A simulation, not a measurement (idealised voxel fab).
Process module under the name voxel self aligned vias
The figure presents cross-section cut, which has a width of 250 nm and is divided into square cells with an edge length of 5 nm.
A cross-section in this document is a grid of square cells, and it is written down as bands, the top band listed before the ones below it; a band is made up of one or more rows of cells.
This entry defines a band. It first specifies the height of the band's top and the height of its bottom in nm, and then specifies the band's materials from left to right, stating each material with its width in nm. The word "throughout" identifies a single material that fills the band from edge to edge, while the word "empty" identifies empty space.
Heads up on the height convention: 0 is the point under which the incoming wafer is all one material, and the lowest band has no bottom, it just keeps going down, like "0 -> down".
Read "30->40" as a graded width: first number on top, second number at the bottom, same change between each pair of neighbouring rows.
The designation "nothing got changed", where it is given for a processing step, indicates that no cell of the cross-section was altered in the course of that step.
Closed-off voids of 8+ cells (no open route to the top) go in "Entrapped voids", written width x height at distance from the left edge, in nm.
If you see something after the settings on a step's line, that's the simulator's own remark about that step.
What "overlay nm" on a step's line means: if the step has a mask, that mask lay this far to the right of its planned place, or, when the value is negative, to the left.

[These are the steps we planned for the process]
1,RECEIVE with material Si
2,CONFORMAL_DEP with material SiO2, thk nm 15
3,CONFORMAL_DEP with material SiCN, thk nm 5
4,DIRECTIONAL_DEP with material lowk, thk nm 25
5,MASKED_ETCH with tone open, mask id LINES, width nm 25, pitch nm 60, etch materials lowk, depth nm 25, overlay nm 0
6,CONFORMAL_DEP with material TiN, thk nm 5
7,FILL_DEP with material Ru, thk nm 5
8,CMP with height nm 45
9,SELECTIVE_ETCH with etch materials W Ru TiN, depth nm 10
10,FILL_DEP with material SiN, thk nm 5
11,CMP with height nm 45
12,DIRECTIONAL_DEP with material lowk, thk nm 20
13,PATTERN with tone open, mask id VIAS, material resist, width nm 45, thk nm 20, overlay nm 0
14,DIRECTIONAL_ETCH with etch materials lowk, depth nm 20
15,DIRECTIONAL_ETCH with etch materials SiN, depth nm 10
16,STRIP with etch materials resist
17,CONFORMAL_DEP with material TiN, thk nm 5
18,FILL_DEP with material Ru, thk nm 5
19,CMP with height nm 65
20,CONFORMAL_DEP with material SiCN, thk nm 5

[So this is the incoming wafer in cross-section - it's already been through step 1]
* 0 -> down | Si throughout
* Entrapped voids: none

[Here's the wafer cut in cross-section after the module, started and planned just like above, except one thing was done wrong in the run]
* 70 -> 65 | SiCN throughout
* 65 -> 50 | 70 lowk; 5 TiN; 35 Ru; 5 TiN; 135 lowk
* 50 -> 45 | 70 lowk; 45 TiN; 135 lowk
* 45 -> 35 | 70 SiN; 10 TiN; 25 lowk; 10 TiN; 25 SiN; 25 lowk; 85 SiN
* 35 -> 25 | 75 Ru; 5 TiN; 25 lowk; 5 TiN; 25 Ru; 5 TiN; 25 lowk; 5 TiN; 80 Ru
* 25 -> 20 | 80 TiN; 25 lowk; 35 TiN; 25 lowk; 85 TiN
* 20 -> 15 | SiCN throughout
* 15 -> 0 | SiO2 throughout
* 0 -> down | Si throughout
* Entrapped voids: none
Run error: contrary to plan, step 5 was performed as MASKED_ETCH with tone cover, mask id LINES, width nm 25, pitch nm 60, etch materials lowk, depth nm 25, overlay nm 0
